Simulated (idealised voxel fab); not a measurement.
Presented below is a process module, voxel self aligned vias.
Xsec cut, 205 nm wide, square cell size 5 nm.
Cross-section, as written here: a square-cell grid given band by band from the top down, where a band holds one or more rows of cells. It is stipulated that each band's entry specify, in nanometres, the height of the top of the band and then that of its bottom, followed by the materials of the band in left-to-right sequence, each together with its width in nanometres. A single material marked by the word "edge to edge" is understood to fill the band from edge to edge; the word "empty" is understood to denote empty space. Heights are measured from 0, the level below which the as-received wafer is all one material; the lowest band has no bottom and continues downward, written as in "0 -> down". The expression "30->40" gives the width at the extremes of the band, the first number at its top row of cells and the second at its bottom row, with the width changing by equal amounts from each row to the next in between. Basically "all unchanged" means that step didn't change any cell in the cross-section. Basically, "Enclosed internal voids" tells you about the enclosed voids: empty spaces with no open way to the top, 8 cells or bigger, each written width x height at distance, where distance is from the left edge, all in nm. Past the settings on a step's line: simulator remark, on that step. Among the settings permitted on a step's line is "overlay nm"; applied to a step with a mask, it specifies the extent to which the mask lay to the right of its planned position, whereas a negative figure signifies a position to the left.

### Below is the list of planned process steps
1 RECEIVE (material Si)
2 CONFORMAL_DEP (material SiO2; thk nm 15)
3 CONFORMAL_DEP (material SiCN; thk nm 5)
4 DIRECTIONAL_DEP (material SiO2; thk nm 20)
5 PATTERN (tone open; mask id LINES; material resist; width nm 15; pitch nm 60; thk nm 20; overlay nm 0)
6 DIRECTIONAL_ETCH (etch materials SiO2; depth nm 20)
7 STRIP (etch materials resist)
8 CONFORMAL_DEP (material TiN; thk nm 5)
9 FILL_DEP (material Ru; thk nm 5)
10 CMP (height nm 40)
11 SELECTIVE_ETCH (etch materials W Ru TiN; depth nm 5)
12 FILL_DEP (material SiN; thk nm 5)
13 CMP (height nm 40)
14 DIRECTIONAL_DEP (material SiO2; thk nm 15)
15 MASKED_ETCH (tone open; mask id VIAS; width nm 45; pitch nm 60; etch materials SiO2; depth nm 15; overlay nm 0)
16 MASKED_ETCH (tone open; mask id VIAS; width nm 45; pitch nm 60; etch materials SiN; depth nm 5; overlay nm 0)
17 CONFORMAL_DEP (material TiN; thk nm 5)
18 FILL_DEP (material W; thk nm 5)
19 CMP (height nm 55)
20 CONFORMAL_DEP (material SiN; thk nm 5)
Same starting wafers, different width nm at step 5. Plan value belongs to the first wafer.

### first wafer as received, after step 1
	0 -> down = Si edge to edge
	Enclosed internal voids: none

### Module finished, last step 20 done: cross-section of the first of several wafers
	60 -> 55 = SiN edge to edge
	55 -> 45 = SiO2 (20) | TiN (5) | W (35) | TiN (5) | SiO2 (15) | TiN (5) | W (35) | TiN (5) | SiO2 (15) | TiN (5) | W (35) | TiN (5) | SiO2 (20)
	45 -> 40 = SiO2 (20) | TiN (20) | W (5) | TiN (20) | SiO2 (15) | TiN (20) | W (5) | TiN (20) | SiO2 (15) | TiN (20) | W (5) | TiN (20) | SiO2 (20)
	40 -> 35 = SiO2 (35) | TiN (15) | SiO2 (45) | TiN (15) | SiO2 (45) | TiN (15) | SiO2 (35)
	35 -> 25 = SiO2 (35) | TiN (5) | Ru (5) | TiN (5) | SiO2 (45) | TiN (5) | Ru (5) | TiN (5) | SiO2 (45) | TiN (5) | Ru (5) | TiN (5) | SiO2 (35)
	25 -> 20 = SiO2 (35) | TiN (15) | SiO2 (45) | TiN (15) | SiO2 (45) | TiN (15) | SiO2 (35)
	20 -> 15 = SiCN edge to edge
	15 -> 0 = SiO2 edge to edge
	0 -> down = Si edge to edge
	Enclosed internal voids: none

### Last wafer, end of module, cross-section
	60 -> 55 = SiN edge to edge
	55 -> 45 = SiO2 (20) | TiN (5) | W (35) | TiN (5) | SiO2 (15) | TiN (5) | W (35) | TiN (5) | SiO2 (15) | TiN (5) | W (35) | TiN (5) | SiO2 (20)
	45 -> 40 = SiO2 (20) | TiN (10) | W (30) | TiN (5) | SiO2 (15) | TiN (10) | W (30) | TiN (5) | SiO2 (15) | TiN (10) | W (30) | TiN (5) | SiO2 (20)
	40 -> 35 = SiO2 (25) | TiN (40) | SiO2 (20) | TiN (40) | SiO2 (20) | TiN (40) | SiO2 (20)
	35 -> 25 = SiO2 (25) | TiN (5) | Ru (30) | TiN (5) | SiO2 (20) | TiN (5) | Ru (30) | TiN (5) | SiO2 (20) | TiN (5) | Ru (30) | TiN (5) | SiO2 (20)
	25 -> 20 = SiO2 (25) | TiN (40) | SiO2 (20) | TiN (40) | SiO2 (20) | TiN (40) | SiO2 (20)
	20 -> 15 = SiCN edge to edge
	15 -> 0 = SiO2 edge to edge
	0 -> down = Si edge to edge
	Enclosed internal voids: none

### Every row in this table is a wafer at the end of the module, and it gives, for each of the materials, the cells that wafer has gained (+) or lost (-) since it was received, then its closed voids
width nm 15, +6 Ru, +41 SiCN, +41 SiN, +293 SiO2, +66 TiN, +45 W, Enclosed internal voids: none
width nm 20, +12 Ru, +41 SiCN, +41 SiN, +281 SiO2, +69 TiN, +48 W, Enclosed internal voids: none
width nm 25, +18 Ru, +41 SiCN, +41 SiN, +269 SiO2, +72 TiN, +51 W, Enclosed internal voids: none
width nm 30, +24 Ru, +41 SiCN, +41 SiN, +257 SiO2, +75 TiN, +54 W, Enclosed internal voids: none
width nm 35, +30 Ru, +41 SiCN, +41 SiN, +245 SiO2, +78 TiN, +57 W, Enclosed internal voids: none
width nm 40, +36 Ru, +41 SiCN, +41 SiN, +233 SiO2, +81 TiN, +60 W, Enclosed internal voids: none
